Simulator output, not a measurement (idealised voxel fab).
Process module under the name voxel ribs on slabs
Square cells of 5 nm make up the cross-section cut, whose width is 175 nm.
Heads up, the way a cross-section reads in here is a grid of square cells, handed over as bands from the top down, with every band being one or more rows of cells.
Band entry format. Leading values: height of top, height of bottom, nm. Remainder: materials in left-to-right order, each with its width in nm. Special words: "everywhere" on a single material, which then fills the band edge to edge; "air", empty space.
Basically, 0 is our baseline, since under it the wafer straight out of the box is all one material. The bottom band has no lower end and keeps on going down, so it looks like "from 0 down".
It should be noted that a width expressed as "30..40" varies in equal increments from row to row of cells within the band, taking the value of the first number at the top row and that of the second number at the bottom row.
"nothing changed" (step): cross-section cells unchanged, all of them.
Each empty space that has no open way to the top and spans at least 8 cells appears under "Trapped voids" as width x height at distance, the distance counted from the left edge, all in nm.
The remark found on a step's line after its settings is issued by the simulator itself and pertains to that step.
overlay nm: mask offset rightward from planned place, masked step; negative means leftward offset.
[The steps planned for the process are as follows]
- 1: RECEIVE,material Si
- 2: DIRECTIONAL_DEP,material SiO2,thk nm 25
- 3: DIRECTIONAL_DEP,material SiN,thk nm 25
- 4: DIRECTIONAL_DEP,material aC,thk nm 10
- 5: PATTERN,tone cover,mask id RIB,material resist,width nm 25,thk nm 25,overlay nm 0
- 6: DIRECTIONAL_ETCH,etch materials aC,depth nm 10
- 7: STRIP,etch materials resist
- 8: DIRECTIONAL_ETCH,etch materials SiN,depth nm 20
- 9: STRIP,etch materials aC
- 10: PATTERN,tone cover,mask id SLAB,material resist,width nm 65,thk nm 20,overlay nm 0
- 11: DIRECTIONAL_ETCH,etch materials SiN,depth nm 5
- 12: STRIP,etch materials resist
- 13: FILL_DEP,material SiO2,thk nm 25
- 14: CMP,height nm 65
- 15: DIRECTIONAL_DEP,material TiN,thk nm 5
- 16: PATTERN,tone cover,mask id HEATER,material resist,width nm 35,thk nm 15,overlay nm 0
- 17: DIRECTIONAL_ETCH,etch materials TiN,depth nm 5
- 18: STRIP,etch materials resist
- 19: CONFORMAL_DEP,material SiN,thk nm 5
[The first of a set of two wafers, run to plan]
[Wafer at receipt (post step 1), cross-section]
    from 0 down  Si everywhere
    Trapped voids: none
[Step 2 complete: cross-section through the wafer]
    from 25 to 0  SiO2 everywhere
    Everything below 0 is unchanged.
[Step 3 complete: cross-section through the wafer]
    from 50 to 25  SiN everywhere
    Everything below 25 is unchanged.
[Step 4 complete: cross-section through the wafer]
    from 60 to 50  aC everywhere
    Everything below 50 is unchanged.
[Step 5 complete: cross-section through the wafer]
    from 85 to 60  75 nm air / 25 nm resist / 75 nm air
    Everything below 60 is unchanged.
[Step 6 complete: cross-section through the wafer]
    from 75 to 60  75 nm air / 25 nm resist / 75 nm air
    from 60 to 50  75 nm air / 25 nm aC / 75 nm air
    Everything below 50 is unchanged.
[Step 7 complete: cross-section through the wafer]
    from 60 to 50  75 nm air / 25 nm aC / 75 nm air
    Everything below 50 is unchanged.
[Step 8 complete: cross-section through the wafer]
    from 60 to 50  75 nm air / 25 nm aC / 75 nm air
    from 50 to 30  75 nm air / 25 nm SiN / 75 nm air
    Everything below 30 is unchanged.
[Step 9 complete: cross-section through the wafer]
    from 50 to 30  75 nm air / 25 nm SiN / 75 nm air
    Everything below 30 is unchanged.
[Step 10 complete: cross-section through the wafer]
    from 70 to 50  55 nm air / 65 nm resist / 55 nm air
    from 50 to 30  55 nm air / 20 nm resist / 25 nm SiN / 20 nm resist / 55 nm air
    Everything below 30 is unchanged.
[Step 11 complete: cross-section through the wafer]
    from 70 to 50  55 nm air / 65 nm resist / 55 nm air
    from 50 to 30  55 nm air / 20 nm resist / 25 nm SiN / 20 nm resist / 55 nm air
    from 30 to 25  55 nm air / 65 nm SiN / 55 nm air
    Everything below 25 is unchanged.
[Step 12 complete: cross-section through the wafer]
    from 50 to 30  75 nm air / 25 nm SiN / 75 nm air
    Everything below 30 is unchanged.
[Step 13 complete: cross-section through the wafer]
    from 75 to 50  SiO2 everywhere
    from 50 to 30  75 nm SiO2 / 25 nm SiN / 75 nm SiO2
    from 30 to 25  55 nm SiO2 / 65 nm SiN / 55 nm SiO2
    Everything below 25 is unchanged.
[Step 14 complete: cross-section through the wafer]
    from 65 to 50  SiO2 everywhere
    Everything below 50 is unchanged.
[Step 15 complete: cross-section through the wafer]
    from 70 to 65  TiN everywhere
    Everything below 65 is unchanged.
[Step 16 complete: cross-section through the wafer]
    from 85 to 70  70 nm air / 35 nm resist / 70 nm air
    Everything below 70 is unchanged.
[Step 17 complete: cross-section through the wafer]
    from 85 to 70  70 nm air / 35 nm resist / 70 nm air
    from 70 to 65  70 nm air / 35 nm TiN / 70 nm air
    Everything below 65 is unchanged.
[Step 18 complete: cross-section through the wafer]
    from 70 to 65  70 nm air / 35 nm TiN / 70 nm air
    Everything below 65 is unchanged.
[Step 19 complete: cross-section through the wafer]
    from 75 to 70  65 nm air / 45 nm SiN / 65 nm air
    from 70 to 65  70 nm SiN / 35 nm TiN / 70 nm SiN
    Everything below 65 is unchanged.
[Wafer two: like wafer one in start and plan, but with one mistake in execution; identical up to and including step 4]
[Here is the second wafer in cross-section at the point where step 5 of the plan should have been done]
    from 85 to 60  75 nm resist / 25 nm air / 75 nm resist
    Everything below 60 is unchanged.
[Here is the second wafer in cross-section at the point where step 6 of the plan should have been done]
    from 75 to 60  75 nm resist / 25 nm air / 75 nm resist
    from 60 to 50  75 nm aC / 25 nm air / 75 nm aC
    Everything below 50 is unchanged.
[Here is the second wafer in cross-section at the point where step 7 of the plan should have been done]
    from 60 to 50  75 nm aC / 25 nm air / 75 nm aC
    Everything below 50 is unchanged.
[Here is the second wafer in cross-section at the point where step 8 of the plan should have been done]
    from 60 to 50  75 nm aC / 25 nm air / 75 nm aC
    from 50 to 30  75 nm SiN / 25 nm air / 75 nm SiN
    Everything below 30 is unchanged.
[Here is the second wafer in cross-section at the point where step 9 of the plan should have been done]
    from 50 to 30  75 nm SiN / 25 nm air / 75 nm SiN
    Everything below 30 is unchanged.
[Here is the second wafer in cross-section at the point where step 10 of the plan should have been done]
    from 70 to 50  55 nm air / 65 nm resist / 55 nm air
    from 50 to 30  75 nm SiN / 25 nm resist / 75 nm SiN
    Everything below 30 is unchanged.
[Here is the second wafer in cross-section at the point where step 11 of the plan should have been done]
    from 70 to 50  55 nm air / 65 nm resist / 55 nm air
    from 50 to 45  55 nm air / 20 nm SiN / 25 nm resist / 20 nm SiN / 55 nm air
    Everything below 45 is unchanged.
[Here is the second wafer in cross-section at the point where step 12 of the plan should have been done]
    from 50 to 45  55 nm air / 20 nm SiN / 25 nm air / 20 nm SiN / 55 nm air
    from 45 to 30  75 nm SiN / 25 nm air / 75 nm SiN
    Everything below 30 is unchanged.
[Here is the second wafer in cross-section at the point where step 13 of the plan should have been done]
    from 75 to 50  SiO2 everywhere
    from 50 to 45  55 nm SiO2 / 20 nm SiN / 25 nm SiO2 / 20 nm SiN / 55 nm SiO2
    from 45 to 30  75 nm SiN / 25 nm SiO2 / 75 nm SiN
    Everything below 30 is unchanged.
[Here is the second wafer in cross-section at the point where step 14 of the plan should have been done]
    from 65 to 50  SiO2 everywhere
    Everything below 50 is unchanged.
[Here is the second wafer in cross-section at the point where step 15 of the plan should have been done]
    from 70 to 65  TiN everywhere
    Everything below 65 is unchanged.
[Here is the second wafer in cross-section at the point where step 16 of the plan should have been done]
    from 85 to 70  70 nm air / 35 nm resist / 70 nm air
    Everything below 70 is unchanged.
[Here is the second wafer in cross-section at the point where step 17 of the plan should have been done]
    from 85 to 70  70 nm air / 35 nm resist / 70 nm air
    from 70 to 65  70 nm air / 35 nm TiN / 70 nm air
    Everything below 65 is unchanged.
[Here is the second wafer in cross-section at the point where step 18 of the plan should have been done]
    from 70 to 65  70 nm air / 35 nm TiN / 70 nm air
    Everything below 65 is unchanged.
[Here is the second wafer in cross-section at the point where step 19 of the plan should have been done]
    from 75 to 70  65 nm air / 45 nm SiN / 65 nm air
    from 70 to 65  70 nm SiN / 35 nm TiN / 70 nm SiN
    Everything below 65 is unchanged.
Short version of what went wrong: step 5 went in with a setting other than planned; the actual run was PATTERN,tone open,mask id RIB,material resist,width nm 25,thk nm 25,overlay nm 0
Wrapping up, a cell-based count of both wafers puts the second over or under the first for these materials: +100 SiN, -100 SiO2
